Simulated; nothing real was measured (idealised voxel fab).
The process module that follows is named voxel wiring stack.
Shown is cross-section cut, with a width of 270 nm and square cells of size 5 nm.
When this document writes out a cross-section, it uses a grid of square cells and lists it as bands, beginning at the top and moving down, with a band standing for one or more rows of cells. The band entry comprises the height of the band's top followed by the height of its bottom, expressed in nm, and subsequently the band's materials from left to right, each stated together with its width in nm. Where a single material is marked with the word "edge to edge", that material fills the band from edge to edge. The word "blank" represents empty space. A quick word on heights: they are counted from 0, and under that level the wafer as it came to us is one material throughout. The lowest band is different from the rest in having no bottom; it simply continues downward, written as in "top 0, no bottom". A two-number width, for instance "30..40", indicates that the width is equal to the first number in the top row of the band and to the second number in the bottom row, and that it changes by a constant amount per row of cells. Given "stayed the same" for a step, no cell of the cross-section differs between before and after that step. The entry "Closed cavities" lists the empty spaces that cover at least 8 cells and have no open path to the top. Each is written as width x height at distance, where the distance is measured from the left edge and all three values are in nm. Read whatever lies past the settings on a step's line as the simulator's own remark about the step. The "overlay nm" setting may appear on a step's line; for a step that uses a mask, it gives how far to the right of its planned position the mask lay, and a negative value indicates the left.
The planned process steps are enumerated hereunder:
1 RECEIVE: material Si
2 CONFORMAL_DEP: material SiO2, thk nm 15
3 CONFORMAL_DEP: material SiN, thk nm 5
4 DIRECTIONAL_DEP: material lowk, thk nm 15
5 PATTERN: tone open, mask id METAL_1, material resist, width nm 30, pitch nm 60, thk nm 20, overlay nm 0
6 DIRECTIONAL_ETCH: etch materials lowk, depth nm 15
7 DIRECTIONAL_ETCH: etch materials SiN, depth nm 5
8 STRIP: etch materials resist
9 CONFORMAL_DEP: material TiN, thk nm 5
10 FILL_DEP: material Cu, thk nm 5
11 CMP: height nm 35
12 CONFORMAL_DEP: material SiCN, thk nm 5
13 DIRECTIONAL_DEP: material lowk, thk nm 30
14 DIRECTIONAL_DEP: material aC, thk nm 10
15 PATTERN: tone open, mask id METAL_2, material resist, width nm 30, pitch nm 60, thk nm 25, overlay nm 0
16 DIRECTIONAL_ETCH: etch materials aC, depth nm 10
17 STRIP: etch materials resist
18 DIRECTIONAL_ETCH: etch materials lowk, depth nm 20
19 STRIP: etch materials aC
20 MASKED_ETCH: tone open, mask id METAL_2_HOLES, width nm 15, pitch nm 60, etch materials lowk, depth nm 10, overlay nm 0
21 MASKED_ETCH: tone open, mask id METAL_2_HOLES, width nm 15, pitch nm 60, etch materials SiCN, depth nm 5, overlay nm 0
22 CONFORMAL_DEP: material TiN, thk nm 5
23 FILL_DEP: material Cu, thk nm 5
24 CMP: height nm 70
25 CONFORMAL_DEP: material SiCN, thk nm 5
26 DIRECTIONAL_DEP: material lowk, thk nm 30
27 DIRECTIONAL_DEP: material aC, thk nm 10
28 PATTERN: tone open, mask id METAL_3_HOLES, material resist, width nm 15, pitch nm 120, thk nm 25, overlay nm 0
29 DIRECTIONAL_ETCH: etch materials aC, depth nm 10
30 STRIP: etch materials resist
31 DIRECTIONAL_ETCH: etch materials lowk, depth nm 30
32 STRIP: etch materials aC
33 DIRECTIONAL_DEP: material aC, thk nm 10
34 PATTERN: tone open, mask id METAL_3, material resist, width nm 30, pitch nm 60, thk nm 25, overlay nm 0
35 DIRECTIONAL_ETCH: etch materials aC, depth nm 10
36 STRIP: etch materials resist
37 DIRECTIONAL_ETCH: etch materials lowk, depth nm 15
38 DIRECTIONAL_ETCH: etch materials SiCN, depth nm 5
39 STRIP: etch materials aC
40 CONFORMAL_DEP: material TiN, thk nm 5
41 FILL_DEP: material Cu, thk nm 5
42 CMP: height nm 105
43 CONFORMAL_DEP: material SiCN, thk nm 5
Be aware that, although all wafers share a common starting state, the width nm at step 20 differs among them, and the plan displays the first wafer's value.
Received wafers, first of several: cross-section after step 1:
    top 0, no bottom = Si edge to edge
    Closed cavities: none
Take any row and you have a wafer at the end of the module: how many cells of each material it has gained (+) or lost (-) since it was received, and then its closed voids:
width nm 15, +148 Cu, +144 SiCN, +30 SiN, +162 SiO2, +176 TiN, +528 lowk, Closed cavities: none
width nm 20, +156 Cu, +144 SiCN, +30 SiN, +162 SiO2, +176 TiN, +520 lowk, Closed cavities: none
width nm 25, +160 Cu, +144 SiCN, +30 SiN, +162 SiO2, +180 TiN, +512 lowk, Closed cavities: none
width nm 30, +168 Cu, +144 SiCN, +30 SiN, +162 SiO2, +180 TiN, +504 lowk, Closed cavities: none
